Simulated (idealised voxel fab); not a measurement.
Module name: voxel transistor to metal (process module)
Pictured: cross-section cut, 140 nm wide, on a grid of 5 nm square cells.
In what follows, cross-sections appear as grids of square cells, described through bands that run from the top down, where every band is one or more rows of cells.
Top, bottom (nm), then materials left to right with widths (nm); lone material tagged "edge to edge" fills the whole band edge to edge; "air" = empty space.
Height reference: 0 = level under which incoming wafer is all one material. Lowest band: no bottom, runs on downward, e.g. "0 and below".
So if you see something like "30..40" for the width, read it as the top row of the band sitting at the first number and the bottom row at the second, with every row in between moving by the same amount as the last.
Basically "all unchanged" means that step didn't change any cell in the cross-section.
The entry titled "Sealed-off cavities" provides the empty spaces that have no open way to the top, restricted to those of 8 cells or more. Each is presented as width x height at distance, the distance being measured from the left edge, with all three in nm.
On each step's line, the part that comes after the settings is the simulator's own comment on the step.
A step line may carry the setting "overlay nm", which, for steps involving a mask, states the distance by which the mask lay to the right of its intended position; negative values denote displacement to the left.

The planned process steps are enumerated hereunder:
1: op RECEIVE | material Si
2: op OXIDIZE | depth nm 5
3: op CONFORMAL_DEP | material SiN | thk nm 15
4: op MASKED_ETCH | tone cover | mask id ACTIVE | width nm 110 | etch materials SiN | depth nm 15 | overlay nm 0
5: op MASKED_ETCH | tone cover | mask id ACTIVE | width nm 110 | etch materials SiO2 | depth nm 5 | overlay nm 0
6: op MASKED_ETCH | tone cover | mask id ACTIVE | width nm 110 | etch materials Si | depth nm 35 | overlay nm 0
7: op FILL_DEP | material SiO2 | thk nm 5
8: op CMP | height nm 15
9: op SELECTIVE_ETCH | etch materials SiO2 | depth nm 10
10: op STRIP | etch materials SiN
11: op SELECTIVE_ETCH | etch materials SiO2 | depth nm 5
12: op OXIDIZE | depth nm 5
13: op DIRECTIONAL_DEP | material polySi | thk nm 30
14: op DIRECTIONAL_DEP | material SiCN | thk nm 15
15: op DIRECTIONAL_DEP | material aC | thk nm 10
16: op PATTERN | tone cover | mask id GATE | material resist | width nm 20 | thk nm 25 | overlay nm 0
17: op DIRECTIONAL_ETCH | etch materials aC | depth nm 10
18: op STRIP | etch materials resist
19: op DIRECTIONAL_ETCH | etch materials SiCN | depth nm 25
20: op DIRECTIONAL_ETCH | etch materials polySi | depth nm 40
21: op STRIP | etch materials aC
22: op CONFORMAL_DEP | material SiO2 | thk nm 5
23: op DIRECTIONAL_ETCH | etch materials SiO2 | depth nm 5
24: op CONFORMAL_DEP | material SiN | thk nm 5
25: op DIRECTIONAL_ETCH | etch materials SiN | depth nm 5
26: op DIRECTIONAL_ETCH | etch materials SiO2 | depth nm 5
27: op DIRECTIONAL_ETCH | etch materials Si | depth nm 10
28: op EPI | material SiGe | thk nm 15
29: op FILL_DEP | material SiO2 | thk nm 5
30: op CMP | height nm 40
31: op DIRECTIONAL_DEP | material SiO2 | thk nm 15
32: op DIRECTIONAL_DEP | material aC | thk nm 15
33: op PATTERN | tone open | mask id CONTACT | material resist | width nm 20 | pitch nm 80 | thk nm 30 | overlay nm 0
34: op DIRECTIONAL_ETCH | etch materials aC | depth nm 15
35: op STRIP | etch materials resist
36: op DIRECTIONAL_ETCH | etch materials SiO2 | depth nm 50
37: op STRIP | etch materials aC
38: op CONFORMAL_DEP | material TiN | thk nm 5
39: op FILL_DEP | material Ru | thk nm 10
40: op CMP | height nm 55
41: op CONFORMAL_DEP | material SiCN | thk nm 5
42: op DIRECTIONAL_DEP | material SiO2 | thk nm 15
43: op DIRECTIONAL_DEP | material aC | thk nm 15
44: op PATTERN | tone open | mask id METAL_1 | material resist | width nm 20 | pitch nm 80 | thk nm 35 | overlay nm 0
45: op DIRECTIONAL_ETCH | etch materials aC | depth nm 15
46: op STRIP | etch materials resist
47: op DIRECTIONAL_ETCH | etch materials SiO2 | depth nm 15
48: op DIRECTIONAL_ETCH | etch materials SiCN | depth nm 5
49: op STRIP | etch materials aC
50: op CONFORMAL_DEP | material TiN | thk nm 5
51: op FILL_DEP | material W | thk nm 10
52: op CMP | height nm 75
53: op CONFORMAL_DEP | material SiCN | thk nm 5

Account of the first of two wafers, which was processed as intended:

Delivered wafer in cross-section: state after step 1:
	0 and below  Si edge to edge
	Sealed-off cavities: none

Take a look at the wafer's cross-section after step 2:
	0 down to -5  SiO2 edge to edge
	Under -5: no change, same as before.

Take a look at the wafer's cross-section after step 3:
	15 down to 0  SiN edge to edge
	Under 0: no change, same as before.

Take a look at the wafer's cross-section after step 4:
	15 down to 0  air (15); SiN (110); air (15)
	Under 0: no change, same as before.

Take a look at the wafer's cross-section after step 5:
	15 down to 0  air (15); SiN (110); air (15)
	0 down to -5  air (15); SiO2 (110); air (15)
	Under -5: no change, same as before.

Take a look at the wafer's cross-section after step 6:
	15 down to 0  air (15); SiN (110); air (15)
	0 down to -5  air (15); SiO2 (110); air (15)
	-5 down to -40  air (15); Si (110); air (15)
	Under -40: no change, same as before.

Take a look at the wafer's cross-section after step 7:
	20 down to 15  SiO2 edge to edge
	15 down to 0  SiO2 (15); SiN (110); SiO2 (15)
	0 down to -5  SiO2 edge to edge
	-5 down to -40  SiO2 (15); Si (110); SiO2 (15)
	Under -40: no change, same as before.

Take a look at the wafer's cross-section after step 8:
	15 down to 0  SiO2 (15); SiN (110); SiO2 (15)
	Under 0: no change, same as before.

Take a look at the wafer's cross-section after step 9:
	15 down to 5  air (15); SiN (110); air (15)
	Under 5: no change, same as before.

Take a look at the wafer's cross-section after step 10:
	5 down to 0  SiO2 (15); air (110); SiO2 (15)
	Under 0: no change, same as before.

Take a look at the wafer's cross-section after step 11:
	0 down to -5  SiO2 (10); air (120); SiO2 (10)
	Under -5: no change, same as before.

Take a look at the wafer's cross-section after step 12:
	0 down to -5  SiO2 (10); air (120); SiO2 (10)
	-5 down to -10  SiO2 edge to edge
	Under -10: no change, same as before.

Take a look at the wafer's cross-section after step 13:
	30 down to 25  polySi (10); air (120); polySi (10)
	25 down to 0  polySi edge to edge
	0 down to -5  SiO2 (10); polySi (120); SiO2 (10)
	Under -5: no change, same as before.

Take a look at the wafer's cross-section after step 14:
	45 down to 40  SiCN (10); air (120); SiCN (10)
	40 down to 30  SiCN edge to edge
	30 down to 25  polySi (10); SiCN (120); polySi (10)
	Under 25: no change, same as before.

Take a look at the wafer's cross-section after step 15:
	55 down to 50  aC (10); air (120); aC (10)
	50 down to 45  aC edge to edge
	45 down to 40  SiCN (10); aC (120); SiCN (10)
	Under 40: no change, same as before.

Take a look at the wafer's cross-section after step 16:
	80 down to 55  air (60); resist (20); air (60)
	55 down to 50  aC (10); air (50); resist (20); air (50); aC (10)
	Under 50: no change, same as before.

Take a look at the wafer's cross-section after step 17:
	70 down to 50  air (60); resist (20); air (60)
	50 down to 45  air (60); aC (20); air (60)
	45 down to 40  SiCN (10); air (50); aC (20); air (50); SiCN (10)
	Under 40: no change, same as before.

Take a look at the wafer's cross-section after step 18:
	50 down to 45  air (60); aC (20); air (60)
	Under 45: no change, same as before.

Take a look at the wafer's cross-section after step 19:
	50 down to 40  air (60); aC (20); air (60)
	40 down to 30  air (60); SiCN (20); air (60)
	30 down to 25  polySi (10); air (50); SiCN (20); air (50); polySi (10)
	Under 25: no change, same as before.

Take a look at the wafer's cross-section after step 20:
	50 down to 40  air (60); aC (20); air (60)
	40 down to 25  air (60); SiCN (20); air (60)
	25 down to 0  air (60); polySi (20); air (60)
	0 down to -5  SiO2 (10); air (50); polySi (20); air (50); SiO2 (10)
	Under -5: no change, same as before.

Take a look at the wafer's cross-section after step 21:
	40 down to 25  air (60); SiCN (20); air (60)
	Under 25: no change, same as before.

Take a look at the wafer's cross-section after step 22:
	45 down to 40  air (55); SiO2 (30); air (55)
	40 down to 25  air (55); SiO2 (5); SiCN (20); SiO2 (5); air (55)
	25 down to 5  air (55); SiO2 (5); polySi (20); SiO2 (5); air (55)
	5 down to 0  SiO2 (15); air (40); SiO2 (5); polySi (20); SiO2 (5); air (40); SiO2 (15)
	0 down to -5  SiO2 (60); polySi (20); SiO2 (60)
	Under -5: no change, same as before.

Take a look at the wafer's cross-section after step 23:
	40 down to 25  air (55); SiO2 (5); SiCN (20); SiO2 (5); air (55)
	25 down to 0  air (55); SiO2 (5); polySi (20); SiO2 (5); air (55)
	0 down to -5  SiO2 (15); air (40); SiO2 (5); polySi (20); SiO2 (5); air (40); SiO2 (15)
	Under -5: no change, same as before.

Take a look at the wafer's cross-section after step 24:
	45 down to 40  air (50); SiN (40); air (50)
	40 down to 25  air (50); SiN (5); SiO2 (5); SiCN (20); SiO2 (5); SiN (5); air (50)
	25 down to 5  air (50); SiN (5); SiO2 (5); polySi (20); SiO2 (5); SiN (5); air (50)
	5 down to 0  SiN (20); air (30); SiN (5); SiO2 (5); polySi (20); SiO2 (5); SiN (5); air (30); SiN (20)
	0 down to -5  SiO2 (15); SiN (40); SiO2 (5); polySi (20); SiO2 (5); SiN (40); SiO2 (15)
	Under -5: no change, same as before.

Take a look at the wafer's cross-section after step 25:
	40 down to 25  air (50); SiN (5); SiO2 (5); SiCN (20); SiO2 (5); SiN (5); air (50)
	25 down to 0  air (50); SiN (5); SiO2 (5); polySi (20); SiO2 (5); SiN (5); air (50)
	0 down to -5  SiO2 (15); SiN (5); air (30); SiN (5); SiO2 (5); polySi (20); SiO2 (5); SiN (5); air (30); SiN (5); SiO2 (15)
	Under -5: no change, same as before.

Take a look at the wafer's cross-section after step 26:
	40 down to 35  air (50); SiN (5); air (5); SiCN (20); air (5); SiN (5); air (50)
	35 down to 25  air (50); SiN (5); SiO2 (5); SiCN (20); SiO2 (5); SiN (5); air (50)
	25 down to 0  air (50); SiN (5); SiO2 (5); polySi (20); SiO2 (5); SiN (5); air (50)
	0 down to -5  air (15); SiN (5); air (30); SiN (5); SiO2 (5); polySi (20); SiO2 (5); SiN (5); air (30); SiN (5); air (15)
	-5 down to -10  SiO2 (20); air (30); SiO2 (40); air (30); SiO2 (20)
	Under -10: no change, same as before.

Take a look at the wafer's cross-section after step 27:
	40 down to 35  air (50); SiN (5); air (5); SiCN (20); air (5); SiN (5); air (50)
	35 down to 25  air (50); SiN (5); SiO2 (5); SiCN (20); SiO2 (5); SiN (5); air (50)
	25 down to 0  air (50); SiN (5); SiO2 (5); polySi (20); SiO2 (5); SiN (5); air (50)
	0 down to -5  air (15); SiN (5); air (30); SiN (5); SiO2 (5); polySi (20); SiO2 (5); SiN (5); air (30); SiN (5); air (15)
	-5 down to -10  SiO2 (20); air (30); SiO2 (40); air (30); SiO2 (20)
	-10 down to -20  SiO2 (15); Si (5); air (30); Si (40); air (30); Si (5); SiO2 (15)
	Under -20: no change, same as before.

Take a look at the wafer's cross-section after step 28:
	40 down to 35  air (50); SiN (5); air (5); SiCN (20); air (5); SiN (5); air (50)
	35 down to 25  air (50); SiN (5); SiO2 (5); SiCN (20); SiO2 (5); SiN (5); air (50)
	25 down to 5  air (50); SiN (5); SiO2 (5); polySi (20); SiO2 (5); SiN (5); air (50)
	5 down to 0  air (15); SiGe (35); SiN (5); SiO2 (5); polySi (20); SiO2 (5); SiN (5); SiGe (35); air (15)
	0 down to -5  air (15); SiN (5); SiGe (30); SiN (5); SiO2 (5); polySi (20); SiO2 (5); SiN (5); SiGe (30); SiN (5); air (15)
	-5 down to -10  SiO2 (20); SiGe (30); SiO2 (40); SiGe (30); SiO2 (20)
	-10 down to -20  SiO2 (15); Si (5); SiGe (30); Si (40); SiGe (30); Si (5); SiO2 (15)
	Under -20: no change, same as before.

Take a look at the wafer's cross-section after step 29:
	45 down to 40  SiO2 edge to edge
	40 down to 25  SiO2 (50); SiN (5); SiO2 (5); SiCN (20); SiO2 (5); SiN (5); SiO2 (50)
	25 down to 5  SiO2 (50); SiN (5); SiO2 (5); polySi (20); SiO2 (5); SiN (5); SiO2 (50)
	5 down to 0  SiO2 (15); SiGe (35); SiN (5); SiO2 (5); polySi (20); SiO2 (5); SiN (5); SiGe (35); SiO2 (15)
	0 down to -5  SiO2 (15); SiN (5); SiGe (30); SiN (5); SiO2 (5); polySi (20); SiO2 (5); SiN (5); SiGe (30); SiN (5); SiO2 (15)
	Under -5: no change, same as before.

Take a look at the wafer's cross-section after step 30:
	40 down to 25  SiO2 (50); SiN (5); SiO2 (5); SiCN (20); SiO2 (5); SiN (5); SiO2 (50)
	Under 25: no change, same as before.

Take a look at the wafer's cross-section after step 31:
	55 down to 40  SiO2 edge to edge
	Under 40: no change, same as before.

Take a look at the wafer's cross-section after step 32:
	70 down to 55  aC edge to edge
	Under 55: no change, same as before.

Take a look at the wafer's cross-section after step 33:
	100 down to 70  resist (20); air (20); resist (60); air (20); resist (20)
	Under 70: no change, same as before.

Take a look at the wafer's cross-section after step 34:
	85 down to 70  resist (20); air (20); resist (60); air (20); resist (20)
	70 down to 55  aC (20); air (20); aC (60); air (20); aC (20)
	Under 55: no change, same as before.

Take a look at the wafer's cross-section after step 35:
	70 down to 55  aC (20); air (20); aC (60); air (20); aC (20)
	Under 55: no change, same as before.

Take a look at the wafer's cross-section after step 36:
	70 down to 55  aC (20); air (20); aC (60); air (20); aC (20)
	55 down to 40  SiO2 (20); air (20); SiO2 (60); air (20); SiO2 (20)
	40 down to 25  SiO2 (20); air (20); SiO2 (10); SiN (5); SiO2 (5); SiCN (20); SiO2 (5); SiN (5); SiO2 (10); air (20); SiO2 (20)
	25 down to 5  SiO2 (20); air (20); SiO2 (10); SiN (5); SiO2 (5); polySi (20); SiO2 (5); SiN (5); SiO2 (10); air (20); SiO2 (20)
	Under 5: no change, same as before.

Take a look at the wafer's cross-section after step 37:
	55 down to 40  SiO2 (20); air (20); SiO2 (60); air (20); SiO2 (20)
	Under 40: no change, same as before.

Take a look at the wafer's cross-section after step 38:
	60 down to 55  TiN (25); air (10); TiN (70); air (10); TiN (25)
	55 down to 40  SiO2 (20); TiN (5); air (10); TiN (5); SiO2 (60); TiN (5); air (10); TiN (5); SiO2 (20)
	40 down to 25  SiO2 (20); TiN (5); air (10); TiN (5); SiO2 (10); SiN (5); SiO2 (5); SiCN (20); SiO2 (5); SiN (5); SiO2 (10); TiN (5); air (10); TiN (5); SiO2 (20)
	25 down to 10  SiO2 (20); TiN (5); air (10); TiN (5); SiO2 (10); SiN (5); SiO2 (5); polySi (20); SiO2 (5); SiN (5); SiO2 (10); TiN (5); air (10); TiN (5); SiO2 (20)
	10 down to 5  SiO2 (20); TiN (20); SiO2 (10); SiN (5); SiO2 (5); polySi (20); SiO2 (5); SiN (5); SiO2 (10); TiN (20); SiO2 (20)
	Under 5: no change, same as before.

Take a look at the wafer's cross-section after step 39:
	70 down to 60  Ru edge to edge
	60 down to 55  TiN (25); Ru (10); TiN (70); Ru (10); TiN (25)
	55 down to 40  SiO2 (20); TiN (5); Ru (10); TiN (5); SiO2 (60); TiN (5); Ru (10); TiN (5); SiO2 (20)
	40 down to 25  SiO2 (20); TiN (5); Ru (10); TiN (5); SiO2 (10); SiN (5); SiO2 (5); SiCN (20); SiO2 (5); SiN (5); SiO2 (10); TiN (5); Ru (10); TiN (5); SiO2 (20)
	25 down to 10  SiO2 (20); TiN (5); Ru (10); TiN (5); SiO2 (10); SiN (5); SiO2 (5); polySi (20); SiO2 (5); SiN (5); SiO2 (10); TiN (5); Ru (10); TiN (5); SiO2 (20)
	Under 10: no change, same as before.

Take a look at the wafer's cross-section after step 40:
	55 down to 40  SiO2 (20); TiN (5); Ru (10); TiN (5); SiO2 (60); TiN (5); Ru (10); TiN (5); SiO2 (20)
	Under 40: no change, same as before.

Take a look at the wafer's cross-section after step 41:
	60 down to 55  SiCN edge to edge
	Under 55: no change, same as before.

Take a look at the wafer's cross-section after step 42:
	75 down to 60  SiO2 edge to edge
	Under 60: no change, same as before.

Take a look at the wafer's cross-section after step 43:
	90 down to 75  aC edge to edge
	Under 75: no change, same as before.

Take a look at the wafer's cross-section after step 44:
	125 down to 90  resist (20); air (20); resist (60); air (20); resist (20)
	Under 90: no change, same as before.

Take a look at the wafer's cross-section after step 45:
	110 down to 90  resist (20); air (20); resist (60); air (20); resist (20)
	90 down to 75  aC (20); air (20); aC (60); air (20); aC (20)
	Under 75: no change, same as before.

Take a look at the wafer's cross-section after step 46:
	90 down to 75  aC (20); air (20); aC (60); air (20); aC (20)
	Under 75: no change, same as before.

Take a look at the wafer's cross-section after step 47:
	90 down to 75  aC (20); air (20); aC (60); air (20); aC (20)
	75 down to 60  SiO2 (20); air (20); SiO2 (60); air (20); SiO2 (20)
	Under 60: no change, same as before.

Take a look at the wafer's cross-section after step 48:
	90 down to 75  aC (20); air (20); aC (60); air (20); aC (20)
	75 down to 60  SiO2 (20); air (20); SiO2 (60); air (20); SiO2 (20)
	60 down to 55  SiCN (20); air (20); SiCN (60); air (20); SiCN (20)
	Under 55: no change, same as before.

Take a look at the wafer's cross-section after step 49:
	75 down to 60  SiO2 (20); air (20); SiO2 (60); air (20); SiO2 (20)
	Under 60: no change, same as before.

Take a look at the wafer's cross-section after step 50:
	80 down to 75  TiN (25); air (10); TiN (70); air (10); TiN (25)
	75 down to 60  SiO2 (20); TiN (5); air (10); TiN (5); SiO2 (60); TiN (5); air (10); TiN (5); SiO2 (20)
	60 down to 55  SiCN (20); TiN (20); SiCN (60); TiN (20); SiCN (20)
	Under 55: no change, same as before.

Take a look at the wafer's cross-section after step 51:
	90 down to 80  W edge to edge
	80 down to 75  TiN (25); W (10); TiN (70); W (10); TiN (25)
	75 down to 60  SiO2 (20); TiN (5); W (10); TiN (5); SiO2 (60); TiN (5); W (10); TiN (5); SiO2 (20)
	Under 60: no change, same as before.

Take a look at the wafer's cross-section after step 52:
	75 down to 60  SiO2 (20); TiN (5); W (10); TiN (5); SiO2 (60); TiN (5); W (10); TiN (5); SiO2 (20)
	Under 60: no change, same as before.

Take a look at the wafer's cross-section after step 53:
	80 down to 75  SiCN edge to edge
	Under 75: no change, same as before.

Companion wafer, the second of two: same beginning, same intended sequence, one mistake in carrying it out; through step 38 inclusive it tracks the first exactly:

Second wafer, cut view, end of step 39 per plan:
	70 down to 60  SiCN edge to edge
	60 down to 55  TiN (25); SiCN (10); TiN (70); SiCN (10); TiN (25)
	55 down to 40  SiO2 (20); TiN (5); SiCN (10); TiN (5); SiO2 (60); TiN (5); SiCN (10); TiN (5); SiO2 (20)
	40 down to 25  SiO2 (20); TiN (5); SiCN (10); TiN (5); SiO2 (10); SiN (5); SiO2 (5); SiCN (20); SiO2 (5); SiN (5); SiO2 (10); TiN (5); SiCN (10); TiN (5); SiO2 (20)
	25 down to 10  SiO2 (20); TiN (5); SiCN (10); TiN (5); SiO2 (10); SiN (5); SiO2 (5); polySi (20); SiO2 (5); SiN (5); SiO2 (10); TiN (5); SiCN (10); TiN (5); SiO2 (20)
	Under 10: no change, same as before.

Second wafer, cut view, end of step 40 per plan:
	55 down to 40  SiO2 (20); TiN (5); SiCN (10); TiN (5); SiO2 (60); TiN (5); SiCN (10); TiN (5); SiO2 (20)
	Under 40: no change, same as before.

Second wafer, cut view, end of step 41 per plan:
	60 down to 55  SiCN edge to edge
	Under 55: no change, same as before.

Second wafer, cut view, end of step 42 per plan:
	75 down to 60  SiO2 edge to edge
	Under 60: no change, same as before.

Second wafer, cut view, end of step 43 per plan:
	90 down to 75  aC edge to edge
	Under 75: no change, same as before.

Second wafer, cut view, end of step 44 per plan:
	125 down to 90  resist (20); air (20); resist (60); air (20); resist (20)
	Under 90: no change, same as before.

Second wafer, cut view, end of step 45 per plan:
	110 down to 90  resist (20); air (20); resist (60); air (20); resist (20)
	90 down to 75  aC (20); air (20); aC (60); air (20); aC (20)
	Under 75: no change, same as before.

Second wafer, cut view, end of step 46 per plan:
	90 down to 75  aC (20); air (20); aC (60); air (20); aC (20)
	Under 75: no change, same as before.

Second wafer, cut view, end of step 47 per plan:
	90 down to 75  aC (20); air (20); aC (60); air (20); aC (20)
	75 down to 60  SiO2 (20); air (20); SiO2 (60); air (20); SiO2 (20)
	Under 60: no change, same as before.

Second wafer, cut view, end of step 48 per plan:
	90 down to 75  aC (20); air (20); aC (60); air (20); aC (20)
	75 down to 60  SiO2 (20); air (20); SiO2 (60); air (20); SiO2 (20)
	60 down to 55  SiCN (20); air (20); SiCN (60); air (20); SiCN (20)
	Under 55: no change, same as before.

Second wafer, cut view, end of step 49 per plan:
	75 down to 60  SiO2 (20); air (20); SiO2 (60); air (20); SiO2 (20)
	Under 60: no change, same as before.

Second wafer, cut view, end of step 50 per plan:
	80 down to 75  TiN (25); air (10); TiN (70); air (10); TiN (25)
	75 down to 60  SiO2 (20); TiN (5); air (10); TiN (5); SiO2 (60); TiN (5); air (10); TiN (5); SiO2 (20)
	60 down to 55  SiCN (20); TiN (20); SiCN (60); TiN (20); SiCN (20)
	Under 55: no change, same as before.

Second wafer, cut view, end of step 51 per plan:
	90 down to 80  W edge to edge
	80 down to 75  TiN (25); W (10); TiN (70); W (10); TiN (25)
	75 down to 60  SiO2 (20); TiN (5); W (10); TiN (5); SiO2 (60); TiN (5); W (10); TiN (5); SiO2 (20)
	Under 60: no change, same as before.

Second wafer, cut view, end of step 52 per plan:
	75 down to 60  SiO2 (20); TiN (5); W (10); TiN (5); SiO2 (60); TiN (5); W (10); TiN (5); SiO2 (20)
	Under 60: no change, same as before.

Second wafer, cut view, end of step 53 per plan:
	80 down to 75  SiCN edge to edge
	Under 75: no change, same as before.
Finding, execution versus plan: step 39 ran as: op FILL_DEP | material SiCN | thk nm 10
Per the end-of-run cell counts, the second wafer holds more or fewer of some materials than the first: Ru: 36 fewer, SiCN: 36 more
